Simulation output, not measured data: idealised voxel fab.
The following is a process module called voxel capacitor over wiring.
Displayed cross-section: cut, width of 240 nm, square cells sized 5 nm.
Cross-section format: a grid of square cells, given as bands from top to bottom; each band is one or more rows of cells. Within each band entry, the heights of the top and of the bottom of the band appear first, in that order and in nm; the materials of the band then follow from left to right, each with its corresponding width in nm. The designation "everywhere" on a single material indicates that it fills the band from edge to edge; the designation "blank" indicates empty space. Below 0: as-received wafer, all one material; heights counted from there. Lowest band: no bottom, goes on down, written "0..down". Top row gets the first number, bottom row gets the second, and each row in between changes by the same step: that is how a band width like "30..40" works. What does "changes: none" mean for a step? It means no cell of the cross-section changed in that step. Reported under the label "Voids lacking openings" are the empty spaces having no open way to the top and comprising 8 cells or more; the notation for each is width x height at distance, in which the distance is measured from the left edge and all three values are in nm. It should be noted that, on the line of a given step, the content following the step's settings is a remark produced by the simulator itself with respect to that step. Regarding "overlay nm": on a step with a mask, it is the distance the mask lay to the right of its planned place; a negative value places it to the left.

# Steps planned for the process
step 1: RECEIVE,material Si
step 2: CONFORMAL_DEP,material SiO2,thk nm 15
step 3: DIRECTIONAL_DEP,material TiN,thk nm 5
step 4: DIRECTIONAL_DEP,material W,thk nm 25
step 5: PATTERN,tone cover,mask id METAL_1,material resist,width nm 25,pitch nm 90,thk nm 20,overlay nm 0
step 6: DIRECTIONAL_ETCH,etch materials W,depth nm 25
step 7: DIRECTIONAL_ETCH,etch materials TiN,depth nm 5
step 8: STRIP,etch materials resist
step 9: CONFORMAL_DEP,material SiN,thk nm 5
step 10: FILL_DEP,material lowk,thk nm 5
step 11: CMP,height nm 45
step 12: CONFORMAL_DEP,material SiCN,thk nm 5
step 13: DIRECTIONAL_DEP,material SiO2,thk nm 15
step 14: DIRECTIONAL_DEP,material aC,thk nm 15
step 15: PATTERN,tone open,mask id PLUG_1,material resist,width nm 15,thk nm 30,overlay nm 0
step 16: DIRECTIONAL_ETCH,etch materials aC,depth nm 15
step 17: STRIP,etch materials resist
step 18: DIRECTIONAL_ETCH,etch materials SiO2,depth nm 15
step 19: DIRECTIONAL_ETCH,etch materials SiCN,depth nm 5
step 20: STRIP,etch materials aC
step 21: CONFORMAL_DEP,material TiN,thk nm 5
step 22: FILL_DEP,material Ru,thk nm 10
step 23: CMP,height nm 65
step 24: DIRECTIONAL_DEP,material TiN,thk nm 5
step 25: DIRECTIONAL_DEP,material Al2O3,thk nm 5
step 26: DIRECTIONAL_DEP,material TiN,thk nm 5
step 27: DIRECTIONAL_DEP,material aC,thk nm 10
step 28: PATTERN,tone cover,mask id UPPER_PLATE,material resist,width nm 70,thk nm 25,overlay nm 0
step 29: DIRECTIONAL_ETCH,etch materials aC,depth nm 10
step 30: STRIP,etch materials resist
step 31: DIRECTIONAL_ETCH,etch materials TiN,depth nm 5
step 32: DIRECTIONAL_ETCH,etch materials Al2O3,depth nm 5
step 33: STRIP,etch materials aC
step 34: PATTERN,tone cover,mask id LOWER_PLATE,material resist,width nm 80,thk nm 15,overlay nm 0
step 35: DIRECTIONAL_ETCH,etch materials TiN,depth nm 5
step 36: STRIP,etch materials resist
step 37: FILL_DEP,material SiO2,thk nm 15
step 38: CMP,height nm 90
step 39: PATTERN,tone open,mask id PLUG_2,material resist,width nm 15,thk nm 15,overlay nm 0
step 40: DIRECTIONAL_ETCH,etch materials SiO2,depth nm 10
step 41: STRIP,etch materials resist
step 42: CONFORMAL_DEP,material TiN,thk nm 5
step 43: FILL_DEP,material Ru,thk nm 5
step 44: CMP,height nm 90
step 45: CONFORMAL_DEP,material SiN,thk nm 5

# Cross-section of the wafer at receipt, which is the condition after step 1
- 0..down | Si everywhere
- Voids lacking openings: none

# Same starting wafer, same plan as above, one mistake in the execution; this is the cross-section at the end of the module
- 95..90 | SiN everywhere
- 90..85 | SiO2 80 / TiN 5 / Ru 5 / TiN 5 / SiO2 145
- 85..75 | SiO2 80..70 / TiN 15..70 / SiO2 145..100
- 75..70 | SiO2 70 / Al2O3 70 / SiO2 100
- 70..65 | SiO2 65 / TiN 80 / SiO2 95
- 65..60 | SiCN 70 / TiN 15 / SiCN 155
- 60..45 | SiO2 everywhere
- 45..20 | lowk 55 / SiN 5 / W 25 / SiN 5 / lowk 55 / SiN 5 / W 25 / SiN 5 / lowk 60
- 20..15 | SiN 60 / TiN 25 / SiN 65 / TiN 25 / SiN 65
- 15..0 | SiO2 everywhere
- 0..down | Si everywhere
- Voids lacking openings: none
Nonconformance to the process plan: the intended sequence of steps 12 and 13 was reversed during processing, with each occupying the position of the other
